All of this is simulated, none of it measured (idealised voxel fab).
The name of this process module is voxel air gaps.
Displayed cross-section: cut, width of 265 nm, square cells sized 5 nm.
If you're reading a cross-section in this doc, picture square cells in a grid; it comes to you as bands, top ones listed first down to the bottom, and a band can be one or more rows of cells.
This entry defines a band. It first specifies the height of the band's top and the height of its bottom in nm, and then specifies the band's materials from left to right, stating each material with its width in nm. The word "edge to edge" identifies a single material that fills the band from edge to edge, while the word "air" identifies empty space.
Note: height 0 marks the level under which the wafer is uniformly one material as received. Lowest band unbounded below, written "0 -> down".
Width spec "30..40" -> top row of cells at first value, bottom row at second value, equal per-row change in between.
Step note "changes: none" = no cross-section cell changed.
"Encapsulated voids" means: voids of 8 cells or more that are shut off from the top with no open way through. Written width x height at distance, distance from the left edge, in nm.
What comes after the settings on a step's line is commentary from the simulator itself on that step.
overlay nm: for a step with a mask, the amount by which the mask lay right of where it was planned; a negative amount means left of it.
Process steps - plan:
- 1: RECEIVE with material Si
- 2: CONFORMAL_DEP with material SiO2, thk nm 15
- 3: CONFORMAL_DEP with material SiN, thk nm 5
- 4: DIRECTIONAL_DEP with material SiO2, thk nm 40
- 5: DIRECTIONAL_DEP with material aC, thk nm 15
- 6: PATTERN with tone open, mask id LINES, material resist, width nm 15, pitch nm 40, thk nm 35, overlay nm -15
- 7: DIRECTIONAL_ETCH with etch materials aC, depth nm 15
- 8: STRIP with etch materials resist
- 9: DIRECTIONAL_ETCH with etch materials SiO2, depth nm 40
- 10: STRIP with etch materials aC
- 11: CONFORMAL_DEP with material TiN, thk nm 5
- 12: FILL_DEP with material W, thk nm 10
- 13: CMP with height nm 60
- 14: EPI with material Ru, thk nm 10
- 15: SELECTIVE_ETCH with etch materials SiO2, depth nm 50
- 16: CONFORMAL_DEP with material SiN, thk nm 5
Among the wafers covered here, the point of difference is the overlay nm at step 6; their starting state is shared, and the plan presents the value of the first wafer.
Incoming state of the first of several wafers in cross-section: after step 1:
    0 -> down: Si edge to edge
    Encapsulated voids: none
Here is the cross-section of the first of several wafers at the end of the module, after its last step, step 16:
    75 -> 70: 55 of air; 125 of SiN; 85 of air
    70 -> 60: 55 of air; 5 of SiN; 35 of Ru; 5 of SiN; 35 of Ru; 5 of SiN; 35 of Ru; 5 of SiN; 85 of air
    60 -> 55: 55 of air; 15 of SiN; 5 of TiN; 5 of W; 5 of TiN; 25 of SiN; 5 of TiN; 5 of W; 5 of TiN; 25 of SiN; 5 of TiN; 5 of W; 5 of TiN; 15 of SiN; 85 of air
    55 -> 25: 65 of air; 5 of SiN; 5 of TiN; 5 of W; 5 of TiN; 5 of SiN; 15 of air; 5 of SiN; 5 of TiN; 5 of W; 5 of TiN; 5 of SiN; 15 of air; 5 of SiN; 5 of TiN; 5 of W; 5 of TiN; 5 of SiN; 95 of air
    25 -> 20: 70 of SiN; 15 of TiN; 25 of SiN; 15 of TiN; 25 of SiN; 15 of TiN; 100 of SiN
    20 -> 15: SiN edge to edge
    15 -> 0: SiO2 edge to edge
    0 -> down: Si edge to edge
    Encapsulated voids: 15 x 30 at 90; 15 x 30 at 130
X-section, last wafer, module end:
    75 -> 70: 85 of air; 125 of SiN; 55 of air
    70 -> 60: 85 of air; 5 of SiN; 35 of Ru; 5 of SiN; 35 of Ru; 5 of SiN; 35 of Ru; 5 of SiN; 55 of air
    60 -> 55: 85 of air; 15 of SiN; 5 of TiN; 5 of W; 5 of TiN; 25 of SiN; 5 of TiN; 5 of W; 5 of TiN; 25 of SiN; 5 of TiN; 5 of W; 5 of TiN; 15 of SiN; 55 of air
    55 -> 25: 95 of air; 5 of SiN; 5 of TiN; 5 of W; 5 of TiN; 5 of SiN; 15 of air; 5 of SiN; 5 of TiN; 5 of W; 5 of TiN; 5 of SiN; 15 of air; 5 of SiN; 5 of TiN; 5 of W; 5 of TiN; 5 of SiN; 65 of air
    25 -> 20: 100 of SiN; 15 of TiN; 25 of SiN; 15 of TiN; 25 of SiN; 15 of TiN; 70 of SiN
    20 -> 15: SiN edge to edge
    15 -> 0: SiO2 edge to edge
    0 -> down: Si edge to edge
    Encapsulated voids: 15 x 30 at 120; 15 x 30 at 160
What follows is a table in which each wafer occupies a row; for the wafer as it stands at the close of the module, the row states, material by material, how many cells have been gained (+) or lost (-) since receipt, and then gives its closed voids:
overlay nm -15 | +42 Ru | +182 SiN | +159 SiO2 | +51 TiN | +21 W | Encapsulated voids: 15 x 30 at 90; 15 x 30 at 130
overlay nm -10 | +42 Ru | +182 SiN | +159 SiO2 | +51 TiN | +21 W | Encapsulated voids: 15 x 30 at 95; 15 x 30 at 135
overlay nm -5 | +42 Ru | +182 SiN | +159 SiO2 | +51 TiN | +21 W | Encapsulated voids: 15 x 30 at 100; 15 x 30 at 140
overlay nm 0 | +42 Ru | +182 SiN | +159 SiO2 | +51 TiN | +21 W | Encapsulated voids: 15 x 30 at 105; 15 x 30 at 145
overlay nm 5 | +42 Ru | +182 SiN | +159 SiO2 | +51 TiN | +21 W | Encapsulated voids: 15 x 30 at 110; 15 x 30 at 150
overlay nm 10 | +42 Ru | +182 SiN | +159 SiO2 | +51 TiN | +21 W | Encapsulated voids: 15 x 30 at 115; 15 x 30 at 155
overlay nm 15 | +42 Ru | +182 SiN | +159 SiO2 | +51 TiN | +21 W | Encapsulated voids: 15 x 30 at 120; 15 x 30 at 160
